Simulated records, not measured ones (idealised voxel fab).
You're looking at the process module voxel quadruple lines.
cross-section cut | 205 nm wide | cells 5 nm
How to read a cross-section here: the picture is a grid of square cells, written as bands going from the top down, and any band can span one or more rows of cells. For a band, the entry starts with two heights in nm, that of the top and then that of the bottom, and carries on with the band's materials in order from left to right, each alongside its width in nm; the word "full width" beside a single material means it fills the band edge to edge, and "air" means empty space. All heights in this document are referenced to 0, defined as the level beneath which the wafer, as received, consists entirely of one material. The lowest band is not bounded below; it extends indefinitely downward and is written in the form "from 0 down". A two-number width, for instance "30..40", indicates that the width is equal to the first number in the top row of the band and to the second number in the bottom row, and that it changes by a constant amount per row of cells. The cross-section has no changed cell in any step marked "same as before". So "Sealed void inventory" is basically the list of trapped voids: any empty space of 8 cells or more that can't reach the top through an opening. They're written width x height at distance, the distance being from the left edge, and it's all nm. Whatever follows a step's settings on its line is a remark the simulator itself makes about that step. A step line may carry the setting "overlay nm", which, for steps involving a mask, states the distance by which the mask lay to the right of its intended position; negative values denote displacement to the left.
THIS SECTION LISTS THE PROCESS STEPS THAT WERE PLANNED
- 1: RECEIVE,material Si
- 2: CONFORMAL_DEP,material SiO2,thk nm 5
- 3: DIRECTIONAL_DEP,material Ru,thk nm 15
- 4: DIRECTIONAL_DEP,material polySi,thk nm 15
- 5: DIRECTIONAL_DEP,material aC,thk nm 20
- 6: PATTERN,tone cover,mask id MANDREL,material resist,width nm 20,pitch nm 60,thk nm 25,overlay nm 0
- 7: DIRECTIONAL_ETCH,etch materials aC,depth nm 20
- 8: STRIP,etch materials resist
- 9: CONFORMAL_DEP,material SiO2,thk nm 10
- 10: DIRECTIONAL_ETCH,etch materials SiO2,depth nm 10
- 11: STRIP,etch materials aC
- 12: DIRECTIONAL_ETCH,etch materials polySi,depth nm 15
- 13: STRIP,etch materials SiO2
- 14: CONFORMAL_DEP,material SiN,thk nm 5
- 15: DIRECTIONAL_ETCH,etch materials SiN,depth nm 5
- 16: STRIP,etch materials polySi
- 17: DIRECTIONAL_ETCH,etch materials Ru,depth nm 15
- 18: STRIP,etch materials SiN
FIRST WAFER, TWO IN TOTAL, RUN AS PLANNED
THE CROSS-SECTION HERE SHOWS THE WAFER AS RECEIVED, I.E. IN ITS STATE AFTER STEP 1
> from 0 down  Si full width
> Sealed void inventory: none
SECTIONAL VIEW: WAFER, AFTER STEP 2
> from 5 to 0  SiO2 full width
> Under the height 0 nothing was changed.
SECTIONAL VIEW: WAFER, AFTER STEP 3
> from 20 to 5  Ru full width
> Under the height 5 nothing was changed.
SECTIONAL VIEW: WAFER, AFTER STEP 4
> from 35 to 20  polySi full width
> Under the height 20 nothing was changed.
SECTIONAL VIEW: WAFER, AFTER STEP 5
> from 55 to 35  aC full width
> Under the height 35 nothing was changed.
SECTIONAL VIEW: WAFER, AFTER STEP 6
> from 80 to 55  air 60, then resist 20, then air 40, then resist 20, then air 65
> Under the height 55 nothing was changed.
SECTIONAL VIEW: WAFER, AFTER STEP 7
> from 60 to 55  air 60, then resist 20, then air 40, then resist 20, then air 65
> from 55 to 35  air 60, then aC 20, then air 40, then aC 20, then air 65
> Under the height 35 nothing was changed.
SECTIONAL VIEW: WAFER, AFTER STEP 8
> from 55 to 35  air 60, then aC 20, then air 40, then aC 20, then air 65
> Under the height 35 nothing was changed.
SECTIONAL VIEW: WAFER, AFTER STEP 9
> from 65 to 55  air 50, then SiO2 40, then air 20, then SiO2 40, then air 55
> from 55 to 45  air 50, then SiO2 10, then aC 20, then SiO2 10, then air 20, then SiO2 10, then aC 20, then SiO2 10, then air 55
> from 45 to 35  SiO2 60, then aC 20, then SiO2 40, then aC 20, then SiO2 65
> Under the height 35 nothing was changed.
SECTIONAL VIEW: WAFER, AFTER STEP 10
> from 55 to 35  air 50, then SiO2 10, then aC 20, then SiO2 10, then air 20, then SiO2 10, then aC 20, then SiO2 10, then air 55
> Under the height 35 nothing was changed.
SECTIONAL VIEW: WAFER, AFTER STEP 11
> from 55 to 35  air 50, then SiO2 10, then air 20, then SiO2 10, then air 20, then SiO2 10, then air 20, then SiO2 10, then air 55
> Under the height 35 nothing was changed.
SECTIONAL VIEW: WAFER, AFTER STEP 12
> from 55 to 35  air 50, then SiO2 10, then air 20, then SiO2 10, then air 20, then SiO2 10, then air 20, then SiO2 10, then air 55
> from 35 to 20  air 50, then polySi 10, then air 20, then polySi 10, then air 20, then polySi 10, then air 20, then polySi 10, then air 55
> Under the height 20 nothing was changed.
SECTIONAL VIEW: WAFER, AFTER STEP 13
> from 35 to 20  air 50, then polySi 10, then air 20, then polySi 10, then air 20, then polySi 10, then air 20, then polySi 10, then air 55
> Under the height 20 nothing was changed.
SECTIONAL VIEW: WAFER, AFTER STEP 14
> from 40 to 35  air 45, then SiN 20, then air 10, then SiN 20, then air 10, then SiN 20, then air 10, then SiN 20, then air 50
> from 35 to 25  air 45, then SiN 5, then polySi 10, then SiN 5, then air 10, then SiN 5, then polySi 10, then SiN 5, then air 10, then SiN 5, then polySi 10, then SiN 5, then air 10, then SiN 5, then polySi 10, then SiN 5, then air 50
> from 25 to 20  SiN 50, then polySi 10, then SiN 20, then polySi 10, then SiN 20, then polySi 10, then SiN 20, then polySi 10, then SiN 55
> Under the height 20 nothing was changed.
SECTIONAL VIEW: WAFER, AFTER STEP 15
> from 35 to 20  air 45, then SiN 5, then polySi 10, then SiN 5, then air 10, then SiN 5, then polySi 10, then SiN 5, then air 10, then SiN 5, then polySi 10, then SiN 5, then air 10, then SiN 5, then polySi 10, then SiN 5, then air 50
> Under the height 20 nothing was changed.
SECTIONAL VIEW: WAFER, AFTER STEP 16
> from 35 to 20  air 45, then SiN 5, then air 10, then SiN 5, then air 10, then SiN 5, then air 10, then SiN 5, then air 10, then SiN 5, then air 10, then SiN 5, then air 10, then SiN 5, then air 10, then SiN 5, then air 50
> Under the height 20 nothing was changed.
SECTIONAL VIEW: WAFER, AFTER STEP 17
> from 35 to 20  air 45, then SiN 5, then air 10, then SiN 5, then air 10, then SiN 5, then air 10, then SiN 5, then air 10, then SiN 5, then air 10, then SiN 5, then air 10, then SiN 5, then air 10, then SiN 5, then air 50
> from 20 to 5  air 45, then Ru 5, then air 10, then Ru 5, then air 10, then Ru 5, then air 10, then Ru 5, then air 10, then Ru 5, then air 10, then Ru 5, then air 10, then Ru 5, then air 10, then Ru 5, then air 50
> Under the height 5 nothing was changed.
SECTIONAL VIEW: WAFER, AFTER STEP 18
> from 20 to 5  air 45, then Ru 5, then air 10, then Ru 5, then air 10, then Ru 5, then air 10, then Ru 5, then air 10, then Ru 5, then air 10, then Ru 5, then air 10, then Ru 5, then air 10, then Ru 5, then air 50
> Under the height 5 nothing was changed.
WAFER TWO OF THE PAIR: SAME ORIGIN, SAME PLAN, ONE ERROR DURING THE RUN; IDENTICAL TO WAFER ONE UP TO AND INCLUDING STEP 8
CROSS-SECTION OF THE SECOND WAFER CORRESPONDING TO THE PLANNED CONCLUSION OF STEP 9
> from 65 to 55  air 50, then SiN 40, then air 20, then SiN 40, then air 55
> from 55 to 45  air 50, then SiN 10, then aC 20, then SiN 10, then air 20, then SiN 10, then aC 20, then SiN 10, then air 55
> from 45 to 35  SiN 60, then aC 20, then SiN 40, then aC 20, then SiN 65
> Under the height 35 nothing was changed.
Cross-section of the second wafer corresponding to the planned conclusion of step 10: same as before
Cross-section of the second wafer corresponding to the planned conclusion of step 11: same as before
Cross-section of the second wafer corresponding to the planned conclusion of step 12: same as before
Cross-section of the second wafer corresponding to the planned conclusion of step 13: same as before
CROSS-SECTION OF THE SECOND WAFER CORRESPONDING TO THE PLANNED CONCLUSION OF STEP 14
> from 70 to 55  air 45, then SiN 50, then air 10, then SiN 50, then air 50
> from 55 to 50  air 45, then SiN 15, then aC 20, then SiN 15, then air 10, then SiN 15, then aC 20, then SiN 15, then air 50
> from 50 to 35  SiN 60, then aC 20, then SiN 40, then aC 20, then SiN 65
> Under the height 35 nothing was changed.
CROSS-SECTION OF THE SECOND WAFER CORRESPONDING TO THE PLANNED CONCLUSION OF STEP 15
> from 65 to 55  air 45, then SiN 50, then air 10, then SiN 50, then air 50
> from 55 to 45  air 45, then SiN 15, then aC 20, then SiN 15, then air 10, then SiN 15, then aC 20, then SiN 15, then air 50
> Under the height 45 nothing was changed.
Cross-section of the second wafer corresponding to the planned conclusion of step 16: same as before
Cross-section of the second wafer corresponding to the planned conclusion of step 17: same as before
CROSS-SECTION OF THE SECOND WAFER CORRESPONDING TO THE PLANNED CONCLUSION OF STEP 18
> from 55 to 35  air 60, then aC 20, then air 40, then aC 20, then air 65
> Under the height 35 nothing was changed.
So what did we get wrong on this run? step 9: run off-plan, actual operation and settings CONFORMAL_DEP,material SiN,thk nm 10
Final cells, second wafer relative to first, materials higher or lower: 99 more of Ru, 32 more of aC, 123 more of polySi
